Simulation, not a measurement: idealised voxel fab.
The following process module bears the name voxel released beams.
Square cells of 5 nm make up the cross-section cut, whose width is 185 nm.
Cross-section, as written here: a square-cell grid given band by band from the top down, where a band holds one or more rows of cells. What a band's entry tells you: where the top is and where the bottom is, as heights in nm, and after that what lies inside, material by material from left to right, each with its width in nm. Empty space is written as the word "air", and a single material marked with the word "everywhere" occupies the band from edge to edge. Basically, 0 is our baseline, since under it the wafer straight out of the box is all one material. The bottom band has no lower end and keeps on going down, so it looks like "z 0 and below". So if you see something like "30 to 40" for the width, read it as the top row of the band sitting at the first number and the bottom row at the second, with every row in between moving by the same amount as the last. "no modifications" -> step changed no cross-section cell. The entry titled "Closed void roster" provides the empty spaces that have no open way to the top, restricted to those of 8 cells or more. Each is presented as width x height at distance, the distance being measured from the left edge, with all three in nm. The remark found on a step's line after its settings is issued by the simulator itself and pertains to that step. Each step line may optionally specify "overlay nm", which for a step with a mask gives the rightward distance between the mask's planned place and where it lay, a negative value indicating the leftward direction.

Here's what the planned process steps look like:
step 1: RECEIVE, material Si
step 2: CONFORMAL_DEP, material SiN, thk nm 5
step 3: DIRECTIONAL_DEP, material SiO2, thk nm 10
step 4: DIRECTIONAL_DEP, material aC, thk nm 10
step 5: PATTERN, tone open, mask id ANCHOR, material resist, width nm 30, thk nm 30, overlay nm 0
step 6: DIRECTIONAL_ETCH, etch materials aC, depth nm 10
step 7: STRIP, etch materials resist
step 8: DIRECTIONAL_ETCH, etch materials SiO2, depth nm 10
step 9: STRIP, etch materials aC
step 10: CONFORMAL_DEP, material polySi, thk nm 10
step 11: DIRECTIONAL_DEP, material aC, thk nm 15
step 12: PATTERN, tone cover, mask id BEAM, material resist, width nm 80, thk nm 35, overlay nm 0
step 13: DIRECTIONAL_ETCH, etch materials aC, depth nm 15
step 14: STRIP, etch materials resist
step 15: DIRECTIONAL_ETCH, etch materials polySi, depth nm 10
step 16: STRIP, etch materials aC
step 17: STRIP, etch materials SiO2

Cross-sectional view of the wafer in its as-received condition, corresponding to the state after step 1:
    z 0 and below  Si everywhere
    Closed void roster: none

End-of-module XS, first of two wafers, run as planned:
    z 25 to 15  air 50 nm | polySi 15 nm | air 10 nm | polySi 55 nm | air 55 nm
    z 15 to 5  air 55 nm | polySi 30 nm | air 100 nm
    z 5 to 0  SiN everywhere
    z 0 and below  Si everywhere
    Closed void roster: none

Here is the second of the two wafers cut open at the end of the module - same start, same plan as the first one, but we made one mistake running it:
    z 25 to 15  air 60 nm | polySi 5 nm | air 10 nm | polySi 65 nm | air 45 nm
    z 15 to 5  air 55 nm | polySi 30 nm | air 100 nm
    z 5 to 0  SiN everywhere
    z 0 and below  Si everywhere
    Closed void roster: none
The plan and the run diverged here: step 12 was not run as planned; what actually ran was PATTERN, tone cover, mask id BEAM, material resist, width nm 80, thk nm 35, overlay nm 10
Final state: per-material cell counts identical on both wafers; locations differ.
